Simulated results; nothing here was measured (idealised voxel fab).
Proc. module: voxel transistor to metal
Cross-sectional view cut (width: 210 nm; square cell size: 5 nm).
Cross-section = grid of square cells, listed top down in bands; band = one or more rows. For a band, the entry starts with two heights in nm, that of the top and then that of the bottom, and carries on with the band's materials in order from left to right, each alongside its width in nm; the word "edge to edge" beside a single material means it fills the band edge to edge, and "empty" means empty space. Heights are measured from 0, the level below which the as-received wafer is all one material; the lowest band has no bottom and continues downward, written as in "top 0, no bottom". Width spec "30..40" -> top row of cells at first value, bottom row at second value, equal per-row change in between. "identical to before" after a step means that no cell of the cross-section changed. Entry "Voids, fully enclosed" = empty spaces >= 8 cells with no open way to the top; each as width x height at distance, distance from left edge, all nm. If you see something after the settings on a step's line, that's the simulator's own remark about that step. "overlay nm", when on a step's line for a step with a mask, measures how far to the right of its planned place the mask lay; a negative measure means to the left.
## Process steps (planned)
1) RECEIVE [material Si]
2) CONFORMAL_DEP [material SiO2] [thk nm 5]
3) CONFORMAL_DEP [material SiN] [thk nm 10]
4) MASKED_ETCH [tone cover] [mask id ACTIVE] [width nm 115] [etch materials SiN] [depth nm 10] [overlay nm 0]
5) MASKED_ETCH [tone cover] [mask id ACTIVE] [width nm 115] [etch materials SiO2] [depth nm 5] [overlay nm 0]
6) MASKED_ETCH [tone cover] [mask id ACTIVE] [width nm 115] [etch materials Si] [depth nm 35] [overlay nm 0]
7) OXIDIZE [depth nm 5]
8) FILL_DEP [material SiO2] [thk nm 15]
9) CMP [height nm 15]
10) SELECTIVE_ETCH [etch materials SiO2] [depth nm 5]
11) STRIP [etch materials SiN]
12) SELECTIVE_ETCH [etch materials SiO2] [depth nm 5]
13) OXIDIZE [depth nm 5]
14) DIRECTIONAL_DEP [material polySi] [thk nm 30]
15) DIRECTIONAL_DEP [material SiCN] [thk nm 10]
16) PATTERN [tone cover] [mask id GATE] [material resist] [width nm 25] [thk nm 15] [overlay nm 0]
17) DIRECTIONAL_ETCH [etch materials SiCN] [depth nm 20]
18) DIRECTIONAL_ETCH [etch materials polySi] [depth nm 40]
19) STRIP [etch materials resist]
20) CONFORMAL_DEP [material SiN] [thk nm 10]
21) DIRECTIONAL_ETCH [etch materials SiN] [depth nm 10]
22) DIRECTIONAL_ETCH [etch materials SiO2] [depth nm 5]
23) EPI [material nSi] [thk nm 5]
24) FILL_DEP [material SiO2] [thk nm 5]
25) CMP [height nm 40]
26) DIRECTIONAL_DEP [material SiO2] [thk nm 10]
27) DIRECTIONAL_DEP [material aC] [thk nm 10]
28) PATTERN [tone open] [mask id CONTACT] [material resist] [width nm 20] [pitch nm 75] [thk nm 30] [overlay nm 0]
29) DIRECTIONAL_ETCH [etch materials aC] [depth nm 10]
30) STRIP [etch materials resist]
31) DIRECTIONAL_ETCH [etch materials SiO2] [depth nm 50]
32) STRIP [etch materials aC]
33) CONFORMAL_DEP [material TiN] [thk nm 5]
34) FILL_DEP [material Ru] [thk nm 5]
35) CMP [height nm 50]
36) CONFORMAL_DEP [material SiCN] [thk nm 5]
37) DIRECTIONAL_DEP [material lowk] [thk nm 15]
38) PATTERN [tone open] [mask id METAL_1] [material resist] [width nm 15] [pitch nm 75] [thk nm 20] [overlay nm 0]
39) DIRECTIONAL_ETCH [etch materials lowk] [depth nm 15]
40) DIRECTIONAL_ETCH [etch materials SiCN] [depth nm 5]
41) STRIP [etch materials resist]
42) CONFORMAL_DEP [material TiN] [thk nm 5]
43) FILL_DEP [material W] [thk nm 5]
44) CMP [height nm 70]
45) CONFORMAL_DEP [material SiN] [thk nm 5]
Heads up: all these wafers start the same, and what changes between them is the width nm in step 38. The value you see in the plan is just what the first wafer got.
## First wafer of several, as received: cross-section after step 1
top 0, no bottom = Si edge to edge
Voids, fully enclosed: none
## Here's the first of several wafers in cross-section, end of the module, after the last step, step 45
top 75, bottom 70 = SiN edge to edge
top 70, bottom 55 = lowk 60 nm / TiN 5 nm / W 5 nm / TiN 5 nm / lowk 60 nm / TiN 5 nm / W 5 nm / TiN 5 nm / lowk 60 nm
top 55, bottom 50 = SiCN 60 nm / TiN 15 nm / SiCN 60 nm / TiN 15 nm / SiCN 60 nm
top 50, bottom 40 = SiO2 55 nm / TiN 5 nm / Ru 10 nm / TiN 5 nm / SiO2 55 nm / TiN 5 nm / Ru 10 nm / TiN 5 nm / SiO2 60 nm
top 40, bottom 30 = SiO2 55 nm / TiN 5 nm / Ru 10 nm / TiN 5 nm / SiO2 5 nm / SiN 10 nm / SiCN 25 nm / SiN 10 nm / SiO2 5 nm / TiN 5 nm / Ru 10 nm / TiN 5 nm / SiO2 60 nm
top 30, bottom 5 = SiO2 55 nm / TiN 5 nm / Ru 10 nm / TiN 5 nm / SiO2 5 nm / SiN 10 nm / polySi 25 nm / SiN 10 nm / SiO2 5 nm / TiN 5 nm / Ru 10 nm / TiN 5 nm / SiO2 60 nm
top 5, bottom 0 = SiO2 40 nm / SiN 10 nm / SiO2 5 nm / TiN 20 nm / SiO2 5 nm / SiN 10 nm / polySi 25 nm / SiN 10 nm / SiO2 5 nm / TiN 20 nm / SiO2 5 nm / SiN 10 nm / SiO2 45 nm
top 0, bottom -5 = SiO2 50 nm / nSi 30 nm / SiO2 45 nm / nSi 30 nm / SiO2 55 nm
top -5, bottom -40 = SiO2 50 nm / Si 105 nm / SiO2 55 nm
top -40, no bottom = Si edge to edge
Voids, fully enclosed: none
## At the end of the module, the last of several wafers in cross-section
top 75, bottom 70 = SiN edge to edge
top 70, bottom 55 = lowk 50 nm / TiN 5 nm / W 25 nm / TiN 5 nm / lowk 40 nm / TiN 5 nm / W 25 nm / TiN 5 nm / lowk 50 nm
top 55, bottom 50 = SiCN 50 nm / TiN 35 nm / SiCN 40 nm / TiN 35 nm / SiCN 50 nm
top 50, bottom 40 = SiO2 55 nm / TiN 5 nm / Ru 10 nm / TiN 5 nm / SiO2 55 nm / TiN 5 nm / Ru 10 nm / TiN 5 nm / SiO2 60 nm
top 40, bottom 30 = SiO2 55 nm / TiN 5 nm / Ru 10 nm / TiN 5 nm / SiO2 5 nm / SiN 10 nm / SiCN 25 nm / SiN 10 nm / SiO2 5 nm / TiN 5 nm / Ru 10 nm / TiN 5 nm / SiO2 60 nm
top 30, bottom 5 = SiO2 55 nm / TiN 5 nm / Ru 10 nm / TiN 5 nm / SiO2 5 nm / SiN 10 nm / polySi 25 nm / SiN 10 nm / SiO2 5 nm / TiN 5 nm / Ru 10 nm / TiN 5 nm / SiO2 60 nm
top 5, bottom 0 = SiO2 40 nm / SiN 10 nm / SiO2 5 nm / TiN 20 nm / SiO2 5 nm / SiN 10 nm / polySi 25 nm / SiN 10 nm / SiO2 5 nm / TiN 20 nm / SiO2 5 nm / SiN 10 nm / SiO2 45 nm
top 0, bottom -5 = SiO2 50 nm / nSi 30 nm / SiO2 45 nm / nSi 30 nm / SiO2 55 nm
top -5, bottom -40 = SiO2 50 nm / Si 105 nm / SiO2 55 nm
top -40, no bottom = Si edge to edge
Voids, fully enclosed: none
## Per wafer, end of module: cells gained (+) or lost (-) per material since receipt, then closed voids
width nm 15; +36 Ru; -189 Si; +46 SiCN; +78 SiN; +441 SiO2; +62 TiN; +6 W; +108 lowk; +12 nSi; +30 polySi; Voids, fully enclosed: none
width nm 20; +36 Ru; -189 Si; +44 SiCN; +78 SiN; +441 SiO2; +64 TiN; +12 W; +102 lowk; +12 nSi; +30 polySi; Voids, fully enclosed: none
width nm 25; +36 Ru; -189 Si; +42 SiCN; +78 SiN; +441 SiO2; +66 TiN; +18 W; +96 lowk; +12 nSi; +30 polySi; Voids, fully enclosed: none
width nm 30; +36 Ru; -189 Si; +40 SiCN; +78 SiN; +441 SiO2; +68 TiN; +24 W; +90 lowk; +12 nSi; +30 polySi; Voids, fully enclosed: none
width nm 35; +36 Ru; -189 Si; +38 SiCN; +78 SiN; +441 SiO2; +70 TiN; +30 W; +84 lowk; +12 nSi; +30 polySi; Voids, fully enclosed: none
